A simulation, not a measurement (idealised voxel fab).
The following is a process module called voxel air gaps.
Section cut is 170 nm wide and gridded with 5 nm square cells.
In what follows, cross-sections appear as grids of square cells, described through bands that run from the top down, where every band is one or more rows of cells.
Look at the band entry: it leads with the top's height and the bottom's height in nm. Then it lists the materials left to right, with a width in nm for each. The word "edge to edge" on a single material says that material fills the band edge to edge. The word "empty" is empty space.
Convention: height 0 is the level below which the wafer, as received, is all one material. The lowest band does not terminate at the bottom but continues downward, represented as "top 0, no bottom".
Width spec "30->40" -> top row of cells at first value, bottom row at second value, equal per-row change in between.
"no change" (step): cross-section cells unchanged, all of them.
Under "Fully enclosed voids" you'll find the enclosed gaps, the ones with no way out to the top, that are 8 cells or bigger; each reads width x height at distance, with distance counted from the left edge, everything in nm.
Anything after a step's settings on that line? It's the simulator's own note about the step.
The line of a step may include "overlay nm". On a step with a mask, this value is how far to the right of its planned place the mask lay. A negative value means the mask lay to the left.
## Planned process steps
1 RECEIVE [material Si]
2 CONFORMAL_DEP [material SiO2] [thk nm 10]
3 CONFORMAL_DEP [material SiN] [thk nm 5]
4 DIRECTIONAL_DEP [material SiO2] [thk nm 40]
5 PATTERN [tone open] [mask id LINES] [material resist] [width nm 25] [pitch nm 50] [thk nm 20] [overlay nm 0]
6 DIRECTIONAL_ETCH [etch materials SiO2] [depth nm 40]
7 STRIP [etch materials resist]
8 CONFORMAL_DEP [material TiN] [thk nm 5]
9 FILL_DEP [material Cu] [thk nm 5]
10 CMP [height nm 55]
11 EPI [material Ru] [thk nm 10]
12 SELECTIVE_ETCH [etch materials SiO2] [depth nm 50]
13 CONFORMAL_DEP [material SiN] [thk nm 5]
## Of two wafers, the first: run according to plan
## As-received wafer cross-section (after step 1)
top 0, no bottom = Si edge to edge
Fully enclosed voids: none
## Step 2 done - wafer cross-section
top 10, bottom 0 = SiO2 edge to edge
Lower than 0, everything is as it was.
## Step 3 done - wafer cross-section
top 15, bottom 10 = SiN edge to edge
Lower than 10, everything is as it was.
## Step 4 done - wafer cross-section
top 55, bottom 15 = SiO2 edge to edge
Lower than 15, everything is as it was.
## Step 5 done - wafer cross-section
top 75, bottom 55 = resist 20 nm, then empty 25 nm, then resist 25 nm, then empty 25 nm, then resist 25 nm, then empty 25 nm, then resist 25 nm
Lower than 55, everything is as it was.
## Step 6 done - wafer cross-section
top 75, bottom 55 = resist 20 nm, then empty 25 nm, then resist 25 nm, then empty 25 nm, then resist 25 nm, then empty 25 nm, then resist 25 nm
top 55, bottom 15 = SiO2 20 nm, then empty 25 nm, then SiO2 25 nm, then empty 25 nm, then SiO2 25 nm, then empty 25 nm, then SiO2 25 nm
Lower than 15, everything is as it was.
## Step 7 done - wafer cross-section
top 55, bottom 15 = SiO2 20 nm, then empty 25 nm, then SiO2 25 nm, then empty 25 nm, then SiO2 25 nm, then empty 25 nm, then SiO2 25 nm
Lower than 15, everything is as it was.
## Step 8 done - wafer cross-section
top 60, bottom 55 = TiN 25 nm, then empty 15 nm, then TiN 35 nm, then empty 15 nm, then TiN 35 nm, then empty 15 nm, then TiN 30 nm
top 55, bottom 20 = SiO2 20 nm, then TiN 5 nm, then empty 15 nm, then TiN 5 nm, then SiO2 25 nm, then TiN 5 nm, then empty 15 nm, then TiN 5 nm, then SiO2 25 nm, then TiN 5 nm, then empty 15 nm, then TiN 5 nm, then SiO2 25 nm
top 20, bottom 15 = SiO2 20 nm, then TiN 25 nm, then SiO2 25 nm, then TiN 25 nm, then SiO2 25 nm, then TiN 25 nm, then SiO2 25 nm
Lower than 15, everything is as it was.
## Step 9 done - wafer cross-section
top 65, bottom 60 = Cu edge to edge
top 60, bottom 55 = TiN 25 nm, then Cu 15 nm, then TiN 35 nm, then Cu 15 nm, then TiN 35 nm, then Cu 15 nm, then TiN 30 nm
top 55, bottom 20 = SiO2 20 nm, then TiN 5 nm, then Cu 15 nm, then TiN 5 nm, then SiO2 25 nm, then TiN 5 nm, then Cu 15 nm, then TiN 5 nm, then SiO2 25 nm, then TiN 5 nm, then Cu 15 nm, then TiN 5 nm, then SiO2 25 nm
Lower than 20, everything is as it was.
## Step 10 done - wafer cross-section
top 55, bottom 20 = SiO2 20 nm, then TiN 5 nm, then Cu 15 nm, then TiN 5 nm, then SiO2 25 nm, then TiN 5 nm, then Cu 15 nm, then TiN 5 nm, then SiO2 25 nm, then TiN 5 nm, then Cu 15 nm, then TiN 5 nm, then SiO2 25 nm
Lower than 20, everything is as it was.
## Step 11 done - wafer cross-section
top 65, bottom 55 = empty 10 nm, then Ru 45 nm, then empty 5 nm, then Ru 45 nm, then empty 5 nm, then Ru 45 nm, then empty 15 nm
Lower than 55, everything is as it was.
## Step 12 done - wafer cross-section
top 65, bottom 55 = empty 10 nm, then Ru 45 nm, then empty 5 nm, then Ru 45 nm, then empty 5 nm, then Ru 45 nm, then empty 15 nm
top 55, bottom 20 = empty 20 nm, then TiN 5 nm, then Cu 15 nm, then TiN 5 nm, then empty 25 nm, then TiN 5 nm, then Cu 15 nm, then TiN 5 nm, then empty 25 nm, then TiN 5 nm, then Cu 15 nm, then TiN 5 nm, then empty 25 nm
top 20, bottom 15 = empty 20 nm, then TiN 25 nm, then empty 25 nm, then TiN 25 nm, then empty 25 nm, then TiN 25 nm, then empty 25 nm
Lower than 15, everything is as it was.
## Step 13 done - wafer cross-section
top 70, bottom 65 = empty 5 nm, then SiN 155 nm, then empty 10 nm
top 65, bottom 55 = empty 5 nm, then SiN 5 nm, then Ru 45 nm, then SiN 5 nm, then Ru 45 nm, then SiN 5 nm, then Ru 45 nm, then SiN 5 nm, then empty 10 nm
top 55, bottom 50 = empty 5 nm, then SiN 15 nm, then TiN 5 nm, then Cu 15 nm, then TiN 5 nm, then SiN 25 nm, then TiN 5 nm, then Cu 15 nm, then TiN 5 nm, then SiN 25 nm, then TiN 5 nm, then Cu 15 nm, then TiN 5 nm, then SiN 15 nm, then empty 10 nm
top 50, bottom 20 = empty 15 nm, then SiN 5 nm, then TiN 5 nm, then Cu 15 nm, then TiN 5 nm, then SiN 5 nm, then empty 15 nm, then SiN 5 nm, then TiN 5 nm, then Cu 15 nm, then TiN 5 nm, then SiN 5 nm, then empty 15 nm, then SiN 5 nm, then TiN 5 nm, then Cu 15 nm, then TiN 5 nm, then SiN 5 nm, then empty 20 nm
top 20, bottom 15 = SiN 20 nm, then TiN 25 nm, then SiN 25 nm, then TiN 25 nm, then SiN 25 nm, then TiN 25 nm, then SiN 25 nm
Lower than 15, everything is as it was.
Fully enclosed voids: 15 x 30 at 50; 15 x 30 at 100
## The second wafer began exactly as the first did and followed the same plan, but one mistake was made while running it; through step 4 inclusive, the two wafers are identical
## Cross-section, second wafer, at the end time the plan gives for step 5
top 75, bottom 55 = resist 15 nm, then empty 35 nm, then resist 15 nm, then empty 35 nm, then resist 15 nm, then empty 35 nm, then resist 20 nm
Lower than 55, everything is as it was.
## Cross-section, second wafer, at the end time the plan gives for step 6
top 75, bottom 55 = resist 15 nm, then empty 35 nm, then resist 15 nm, then empty 35 nm, then resist 15 nm, then empty 35 nm, then resist 20 nm
top 55, bottom 15 = SiO2 15 nm, then empty 35 nm, then SiO2 15 nm, then empty 35 nm, then SiO2 15 nm, then empty 35 nm, then SiO2 20 nm
Lower than 15, everything is as it was.
## Cross-section, second wafer, at the end time the plan gives for step 7
top 55, bottom 15 = SiO2 15 nm, then empty 35 nm, then SiO2 15 nm, then empty 35 nm, then SiO2 15 nm, then empty 35 nm, then SiO2 20 nm
Lower than 15, everything is as it was.
## Cross-section, second wafer, at the end time the plan gives for step 8
top 60, bottom 55 = TiN 20 nm, then empty 25 nm, then TiN 25 nm, then empty 25 nm, then TiN 25 nm, then empty 25 nm, then TiN 25 nm
top 55, bottom 20 = SiO2 15 nm, then TiN 5 nm, then empty 25 nm, then TiN 5 nm, then SiO2 15 nm, then TiN 5 nm, then empty 25 nm, then TiN 5 nm, then SiO2 15 nm, then TiN 5 nm, then empty 25 nm, then TiN 5 nm, then SiO2 20 nm
top 20, bottom 15 = SiO2 15 nm, then TiN 35 nm, then SiO2 15 nm, then TiN 35 nm, then SiO2 15 nm, then TiN 35 nm, then SiO2 20 nm
Lower than 15, everything is as it was.
## Cross-section, second wafer, at the end time the plan gives for step 9
top 65, bottom 60 = Cu edge to edge
top 60, bottom 55 = TiN 20 nm, then Cu 25 nm, then TiN 25 nm, then Cu 25 nm, then TiN 25 nm, then Cu 25 nm, then TiN 25 nm
top 55, bottom 20 = SiO2 15 nm, then TiN 5 nm, then Cu 25 nm, then TiN 5 nm, then SiO2 15 nm, then TiN 5 nm, then Cu 25 nm, then TiN 5 nm, then SiO2 15 nm, then TiN 5 nm, then Cu 25 nm, then TiN 5 nm, then SiO2 20 nm
Lower than 20, everything is as it was.
## Cross-section, second wafer, at the end time the plan gives for step 10
top 55, bottom 20 = SiO2 15 nm, then TiN 5 nm, then Cu 25 nm, then TiN 5 nm, then SiO2 15 nm, then TiN 5 nm, then Cu 25 nm, then TiN 5 nm, then SiO2 15 nm, then TiN 5 nm, then Cu 25 nm, then TiN 5 nm, then SiO2 20 nm
Lower than 20, everything is as it was.
## Cross-section, second wafer, at the end time the plan gives for step 11
top 65, bottom 55 = empty 5 nm, then Ru 155 nm, then empty 10 nm
Lower than 55, everything is as it was.
## Cross-section, second wafer, at the end time the plan gives for step 12
top 65, bottom 55 = empty 5 nm, then Ru 155 nm, then empty 10 nm
top 55, bottom 20 = empty 15 nm, then TiN 5 nm, then Cu 25 nm, then TiN 5 nm, then SiO2 15 nm, then TiN 5 nm, then Cu 25 nm, then TiN 5 nm, then SiO2 15 nm, then TiN 5 nm, then Cu 25 nm, then TiN 5 nm, then empty 20 nm
top 20, bottom 15 = empty 15 nm, then TiN 35 nm, then SiO2 15 nm, then TiN 35 nm, then SiO2 15 nm, then TiN 35 nm, then empty 20 nm
Lower than 15, everything is as it was.
## Cross-section, second wafer, at the end time the plan gives for step 13
top 70, bottom 65 = SiN 165 nm, then empty 5 nm
top 65, bottom 55 = SiN 5 nm, then Ru 155 nm, then SiN 5 nm, then empty 5 nm
top 55, bottom 50 = SiN 15 nm, then TiN 5 nm, then Cu 25 nm, then TiN 5 nm, then SiO2 15 nm, then TiN 5 nm, then Cu 25 nm, then TiN 5 nm, then SiO2 15 nm, then TiN 5 nm, then Cu 25 nm, then TiN 5 nm, then SiN 15 nm, then empty 5 nm
top 50, bottom 20 = empty 10 nm, then SiN 5 nm, then TiN 5 nm, then Cu 25 nm, then TiN 5 nm, then SiO2 15 nm, then TiN 5 nm, then Cu 25 nm, then TiN 5 nm, then SiO2 15 nm, then TiN 5 nm, then Cu 25 nm, then TiN 5 nm, then SiN 5 nm, then empty 15 nm
top 20, bottom 15 = SiN 15 nm, then TiN 35 nm, then SiO2 15 nm, then TiN 35 nm, then SiO2 15 nm, then TiN 35 nm, then SiN 20 nm
Lower than 15, everything is as it was.
Fully enclosed voids: 10 x 30 at 0
Deviation from plan: step 5 changed vs plan, executed as PATTERN [tone open] [mask id LINES] [material resist] [width nm 35] [pitch nm 50] [thk nm 20] [overlay nm 0]
Final comparison by cell count, materials where the second wafer has more or fewer than the first: 42 more of Cu; 8 more of Ru; 48 fewer of SiN; 48 more of SiO2; 6 more of TiN
Final observation: first wafer, 2 closed voids; second wafer, 1 closed voids.
